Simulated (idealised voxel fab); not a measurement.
Process module heading - voxel self aligned contacts
235 nm wide, 5 nm square cells: that's cross-section cut.
A cross-section in this document is a grid of square cells, and it is written down as bands, the top band listed before the ones below it; a band is made up of one or more rows of cells.
A band entry consists of two parts. The first gives the height of the band's top and the height of its bottom, in nm. The rest lists the band's materials from left to right, each with its width in nm. A single material labelled with the word "full width" fills the band from edge to edge, and the word "air" marks empty space.
Heights from 0 (as-received wafer is one material below). Bottom band endless downward, as "0 -> down".
Top row gets the first number, bottom row gets the second, and each row in between changes by the same step: that is how a band width like "30->40" works.
Step marked "identical to before"? Then no cell in the cross-section changed in it.
"Closed void register" - sealed voids, min. 8 cells, no opening to top; format: width x height at distance (distance from left edge; nm throughout).
Read whatever lies past the settings on a step's line as the simulator's own remark about the step.
For masked steps, "overlay nm" on the step line gives how far right of plan the mask actually lay; a minus sign means it lay to the left.
Every pair from here on: before one process step, after it. The after cross-section reaches only to the lowest band that changed. Below the pair: the step in between and its settings. Pairs can belong to different runs of this module on the same starting wafer; a pair carries on from the pair above only if the entry headed "Pre-process state" says so.
## Pre-process state
  45 -> 30 = air 75, SiN 35, air 15, SiN 35, air 75
  30 -> 25 = air 65, SiN 45, air 5, SiN 45, air 75
  25 -> 5 = air 65, SiN 5, polySi 35, SiN 5, air 5, SiN 5, polySi 35, SiN 5, air 75
  5 -> 0 = SiN 70, polySi 35, SiN 15, polySi 35, SiN 80
  0 -> -5 = SiO2 full width
  -5 -> down = Si full width
  Closed void register: none
## Step Outcome
  40 -> 25 = air 75, SiN 35, air 15, SiN 35, air 75
  25 -> 0 = air 65, SiN 5, polySi 35, SiN 5, air 5, SiN 5, polySi 35, SiN 5, air 75
  Below 0, no change.
  Closed void register: none
Quick note on the step between the two cross-sections above: DIRECTIONAL_ETCH, etch materials SiN, depth nm 5
Pre-process state: after-step cross-section of the pair just above applies.
## Step Outcome
  60 -> 40 = SiO2 full width
  40 -> 25 = SiO2 75, SiN 35, SiO2 15, SiN 35, SiO2 75
  25 -> 0 = SiO2 65, SiN 5, polySi 35, SiN 5, SiO2 5, SiN 5, polySi 35, SiN 5, SiO2 75
  Below 0, no change.
  Closed void register: none
Quick note on the step between the two cross-sections above: FILL_DEP, material SiO2, thk nm 20
Pre-process state: after-step cross-section of the pair just above applies.
## Step Outcome
  50 -> 40 = SiO2 full width
  Below 40, no change.
  Closed void register: none
Quick note on the step between the two cross-sections above: CMP, height nm 50
Pre-process state: after-step cross-section of the pair just above applies.
## Step Outcome
  65 -> 50 = resist 100, air 35, resist 100
  Below 50, no change.
  Closed void register: none
Quick note on the step between the two cross-sections above: PATTERN, tone open, mask id CONTACT, material resist, width nm 35, thk nm 15, overlay nm 0
Pre-process state: after-step cross-section of the pair just above applies.
## Step Outcome
  65 -> 50 = resist 100, air 35, resist 100
  50 -> 40 = SiO2 100, air 35, SiO2 100
  40 -> 25 = SiO2 75, SiN 35, air 15, SiN 35, SiO2 75
  25 -> 0 = SiO2 65, SiN 5, polySi 35, SiN 5, air 5, SiN 5, polySi 35, SiN 5, SiO2 75
  0 -> -5 = SiO2 110, air 5, SiO2 120
  Below -5, no change.
  Closed void register: none
Quick note on the step between the two cross-sections above: DIRECTIONAL_ETCH, etch materials SiO2, depth nm 55
Pre-process state: after-step cross-section of the pair just above applies.
## Step Outcome
  50 -> 40 = SiO2 100, air 35, SiO2 100
  Below 40, no change.
  Closed void register: none
Quick note on the step between the two cross-sections above: STRIP, etch materials resist
Pre-process state: after-step cross-section of the pair just above applies.
## Step Outcome
  55 -> 50 = TiN 105, air 25, TiN 105
  50 -> 40 = SiO2 100, TiN 5->15, air 25->5, TiN 5->15, SiO2 100
  40 -> 30 = SiO2 75, SiN 35, TiN 5, air 5, TiN 5, SiN 35, SiO2 75
  30 -> 25 = SiO2 75, SiN 35, TiN 15, SiN 35, SiO2 75
  25 -> 0 = SiO2 65, SiN 5, polySi 35, SiN 5, TiN 5, SiN 5, polySi 35, SiN 5, SiO2 75
  0 -> -5 = SiO2 110, TiN 5, SiO2 120
  Below -5, no change.
  Closed void register: none
Quick note on the step between the two cross-sections above: CONFORMAL_DEP, material TiN, thk nm 5
Pre-process state: after-step cross-section of the pair just above applies.
## Step Outcome
  60 -> 55 = W full width
  55 -> 50 = TiN 105, W 25, TiN 105
  50 -> 40 = SiO2 100, TiN 5->15, W 25->5, TiN 5->15, SiO2 100
  40 -> 30 = SiO2 75, SiN 35, TiN 5, W 5, TiN 5, SiN 35, SiO2 75
  Below 30, no change.
  Closed void register: none
Quick note on the step between the two cross-sections above: FILL_DEP, material W, thk nm 5
Pre-process state: after-step cross-section of the pair just above applies.
## Step Outcome
  50 -> 40 = SiO2 100, TiN 5->15, W 25->5, TiN 5->15, SiO2 100
  Below 40, no change.
  Closed void register: none
Quick note on the step between the two cross-sections above: CMP, height nm 50
Pre-process state: after-step cross-section of the pair just above applies.
## Step Outcome
  55 -> 50 = SiCN full width
  Below 50, no change.
  Closed void register: none
Quick note on the step between the two cross-sections above: CONFORMAL_DEP, material SiCN, thk nm 5
## Pre-process state
  40 -> 25 = air 80, SiN 25, air 25, SiN 25, air 80
  25 -> 0 = air 80, polySi 25, air 25, polySi 25, air 80
  0 -> -5 = SiO2 full width
  -5 -> down = Si full width
  Closed void register: none
## Step Outcome
  45 -> 40 = air 75, SiO2 35, air 15, SiO2 35, air 75
  40 -> 25 = air 75, SiO2 5, SiN 25, SiO2 5, air 15, SiO2 5, SiN 25, SiO2 5, air 75
  25 -> 5 = air 75, SiO2 5, polySi 25, SiO2 5, air 15, SiO2 5, polySi 25, SiO2 5, air 75
  5 -> 0 = SiO2 80, polySi 25, SiO2 25, polySi 25, SiO2 80
  Below 0, no change.
  Closed void register: none
Quick note on the step between the two cross-sections above: CONFORMAL_DEP, material SiO2, thk nm 5
Pre-process state: after-step cross-section of the pair just above applies.
## Step Outcome
  65 -> 40 = SiO2 full width
  40 -> 25 = SiO2 80, SiN 25, SiO2 25, SiN 25, SiO2 80
  25 -> 0 = SiO2 80, polySi 25, SiO2 25, polySi 25, SiO2 80
  Below 0, no change.
  Closed void register: none
Quick note on the step between the two cross-sections above: FILL_DEP, material SiO2, thk nm 20
Pre-process state: after-step cross-section of the pair just above applies.
## Step Outcome
  50 -> 40 = SiO2 full width
  Below 40, no change.
  Closed void register: none
Quick note on the step between the two cross-sections above: CMP, height nm 50
Pre-process state: after-step cross-section of the pair just above applies.
## Step Outcome
  65 -> 50 = resist 100, air 35, resist 100
  Below 50, no change.
  Closed void register: none
Quick note on the step between the two cross-sections above: PATTERN, tone open, mask id CONTACT, material resist, width nm 35, thk nm 15, overlay nm 0
Pre-process state: after-step cross-section of the pair just above applies.
## Step Outcome
  65 -> 50 = resist 100, air 35, resist 100
  50 -> 40 = SiO2 100, air 35, SiO2 100
  40 -> 25 = SiO2 80, SiN 25, air 25, SiN 25, SiO2 80
  25 -> 0 = SiO2 80, polySi 25, air 25, polySi 25, SiO2 80
  0 -> -5 = SiO2 105, air 25, SiO2 105
  Below -5, no change.
  Closed void register: none
Quick note on the step between the two cross-sections above: DIRECTIONAL_ETCH, etch materials SiO2, depth nm 55
Pre-process state: after-step cross-section of the pair just above applies.
## Step Outcome
  50 -> 40 = SiO2 100, air 35, SiO2 100
  Below 40, no change.
  Closed void register: none
Quick note on the step between the two cross-sections above: STRIP, etch materials resist
Pre-process state: after-step cross-section of the pair just above applies.
## Step Outcome
  55 -> 50 = TiN 105, air 25, TiN 105
  50 -> 40 = SiO2 100, TiN 5->10, air 25->15, TiN 5->10, SiO2 100
  40 -> 25 = SiO2 80, SiN 25, TiN 5, air 15, TiN 5, SiN 25, SiO2 80
  25 -> 0 = SiO2 80, polySi 25, TiN 5, air 15, TiN 5, polySi 25, SiO2 80
  0 -> -5 = SiO2 105, TiN 25, SiO2 105
  Below -5, no change.
  Closed void register: none
Quick note on the step between the two cross-sections above: CONFORMAL_DEP, material TiN, thk nm 5
Pre-process state: after-step cross-section of the pair just above applies.
## Step Outcome
  60 -> 55 = W full width
  55 -> 50 = TiN 105, W 25, TiN 105
  50 -> 40 = SiO2 100, TiN 5->10, W 25->15, TiN 5->10, SiO2 100
  40 -> 25 = SiO2 80, SiN 25, TiN 5, W 15, TiN 5, SiN 25, SiO2 80
  25 -> 0 = SiO2 80, polySi 25, TiN 5, W 15, TiN 5, polySi 25, SiO2 80
  Below 0, no change.
  Closed void register: none
Quick note on the step between the two cross-sections above: FILL_DEP, material W, thk nm 5
Pre-process state: after-step cross-section of the pair just above applies.
## Step Outcome
  50 -> 40 = SiO2 100, TiN 5->10, W 25->15, TiN 5->10, SiO2 100
  Below 40, no change.
  Closed void register: none
Quick note on the step between the two cross-sections above: CMP, height nm 50
Pre-process state: after-step cross-section of the pair just above applies.
## Step Outcome
  55 -> 50 = SiCN full width
  Below 50, no change.
  Closed void register: none
Quick note on the step between the two cross-sections above: CONFORMAL_DEP, material SiCN, thk nm 5
## Pre-process state
  40 -> 25 = SiN full width
  25 -> 0 = polySi full width
  0 -> -5 = SiO2 full width
  -5 -> down = Si full width
  Closed void register: none
## Step Outcome
  40 -> 25 = SiN 80, air 25, SiN 25, air 25, SiN 80
  Below 25, no change.
  Closed void register: none
Quick note on the step between the two cross-sections above: MASKED_ETCH, tone open, mask id GATE, width nm 25, pitch nm 50, etch materials SiN, depth nm 15, overlay nm 0
Pre-process state: after-step cross-section of the pair just above applies.
## Step Outcome
  45 -> 30 = SiN 85, air 15, SiN 35, air 15, SiN 85
  30 -> 25 = SiN full width
  Below 25, no change.
  Closed void register: none
Quick note on the step between the two cross-sections above: CONFORMAL_DEP, material SiN, thk nm 5
Pre-process state: after-step cross-section of the pair just above applies.
## Step Outcome
  40 -> 25 = SiN 85, air 15, SiN 35, air 15, SiN 85
  Below 25, no change.
  Closed void register: none
Quick note on the step between the two cross-sections above: DIRECTIONAL_ETCH, etch materials SiN, depth nm 5
Pre-process state: after-step cross-section of the pair just above applies.
## Step Outcome
  60 -> 40 = SiO2 full width
  40 -> 25 = SiN 85, SiO2 15, SiN 35, SiO2 15, SiN 85
  Below 25, no change.
  Closed void register: none
Quick note on the step between the two cross-sections above: FILL_DEP, material SiO2, thk nm 20
Pre-process state: after-step cross-section of the pair just above applies.
## Step Outcome
  50 -> 40 = SiO2 full width
  Below 40, no change.
  Closed void register: none
Quick note on the step between the two cross-sections above: CMP, height nm 50
Pre-process state: after-step cross-section of the pair just above applies.
## Step Outcome
  65 -> 50 = resist 100, air 35, resist 100
  Below 50, no change.
  Closed void register: none
Quick note on the step between the two cross-sections above: PATTERN, tone open, mask id CONTACT, material resist, width nm 35, thk nm 15, overlay nm 0
Pre-process state: after-step cross-section of the pair just above applies.
## Step Outcome
  65 -> 50 = resist 100, air 35, resist 100
  50 -> 40 = SiO2 100, air 35, SiO2 100
  Below 40, no change.
  Closed void register: none
Quick note on the step between the two cross-sections above: DIRECTIONAL_ETCH, etch materials SiO2, depth nm 55
Pre-process state: after-step cross-section of the pair just above applies.
## Step Outcome
  50 -> 40 = SiO2 100, air 35, SiO2 100
  Below 40, no change.
  Closed void register: none
Quick note on the step between the two cross-sections above: STRIP, etch materials resist
Pre-process state: after-step cross-section of the pair just above applies.
## Step Outcome
  55 -> 50 = TiN 105, air 25, TiN 105
  50 -> 45 = SiO2 100, TiN 5, air 25, TiN 5, SiO2 100
  45 -> 40 = SiO2 100, TiN 35, SiO2 100
  Below 40, no change.
  Closed void register: none
Quick note on the step between the two cross-sections above: CONFORMAL_DEP, material TiN, thk nm 5
Pre-process state: after-step cross-section of the pair just above applies.
## Step Outcome
  60 -> 55 = W full width
  55 -> 50 = TiN 105, W 25, TiN 105
  50 -> 45 = SiO2 100, TiN 5, W 25, TiN 5, SiO2 100
  Below 45, no change.
  Closed void register: none
Quick note on the step between the two cross-sections above: FILL_DEP, material W, thk nm 5
Pre-process state: after-step cross-section of the pair just above applies.
## Step Outcome
  50 -> 45 = SiO2 100, TiN 5, W 25, TiN 5, SiO2 100
  Below 45, no change.
  Closed void register: none
Quick note on the step between the two cross-sections above: CMP, height nm 50
Pre-process state: after-step cross-section of the pair just above applies.
## Step Outcome
  55 -> 50 = SiCN full width
  Below 50, no change.
  Closed void register: none
Quick note on the step between the two cross-sections above: CONFORMAL_DEP, material SiCN, thk nm 5
